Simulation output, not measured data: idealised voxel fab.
The process module presented herein is designated voxel ribs on slabs.
Xsec cut, 200 nm wide, square cell size 5 nm.
Cross-section spec: square-cell grid; bands listed top down; each band is one or more rows.
Heights first: top, then bottom, in nm. Then materials, left to right, each with a width in nm. "throughout" on a single material: fills the band edge to edge. "air": empty space.
The reference from which all heights are counted is 0, the level beneath which the as-received wafer is entirely one material; the lowest band, having no lower bound, proceeds downward and is written after the example "0 -> down".
Width "30->40": first value at the band's top row of cells, second value at its bottom row, equal change from row to row.
A step reported as "everything unchanged" is a step in which no cell of the cross-section changed.
Heads up: "Enclosed internal voids" only lists the empty pockets with no open path to the top that are 8 cells or more, and it writes them as width x height at distance, distance from the left edge, in nm.
Note: text after step settings on the step line = simulator remark on that step.
Steps that use a mask can have "overlay nm" on their line. It says how far the mask sat to the right of where it was meant to be. Negative means to the left.
[These are the steps we planned for the process]
- 1: op RECEIVE | material Si
- 2: op DIRECTIONAL_DEP | material SiO2 | thk nm 30
- 3: op DIRECTIONAL_DEP | material polySi | thk nm 15
- 4: op MASKED_ETCH | tone cover | mask id RIB | width nm 15 | etch materials polySi | depth nm 10 | overlay nm 0
- 5: op PATTERN | tone cover | mask id SLAB | material resist | width nm 55 | thk nm 15 | overlay nm 0
- 6: op DIRECTIONAL_ETCH | etch materials polySi | depth nm 5
- 7: op STRIP | etch materials resist
- 8: op FILL_DEP | material SiO2 | thk nm 20
- 9: op CMP | height nm 55
- 10: op DIRECTIONAL_DEP | material W | thk nm 5
- 11: op MASKED_ETCH | tone cover | mask id HEATER | width nm 25 | etch materials W | depth nm 5 | overlay nm 0
- 12: op CONFORMAL_DEP | material SiN | thk nm 5
[This is the cross-section of the wafer as we received it, i.e. after step 1]
  0 -> down | Si throughout
  Enclosed internal voids: none
[Final wafer profile in cross-section after the module, from the same start and plan as above, with one mistake made during processing]
  60 -> 55 | air (85) | W (25) | air (90)
  55 -> 45 | SiO2 throughout
  45 -> 35 | SiO2 (90) | polySi (15) | SiO2 (95)
  35 -> 30 | SiO2 (70) | polySi (55) | SiO2 (75)
  30 -> 0 | SiO2 throughout
  0 -> down | Si throughout
  Enclosed internal voids: none
Finding, execution versus plan: plan step 12 was not performed, having been skipped
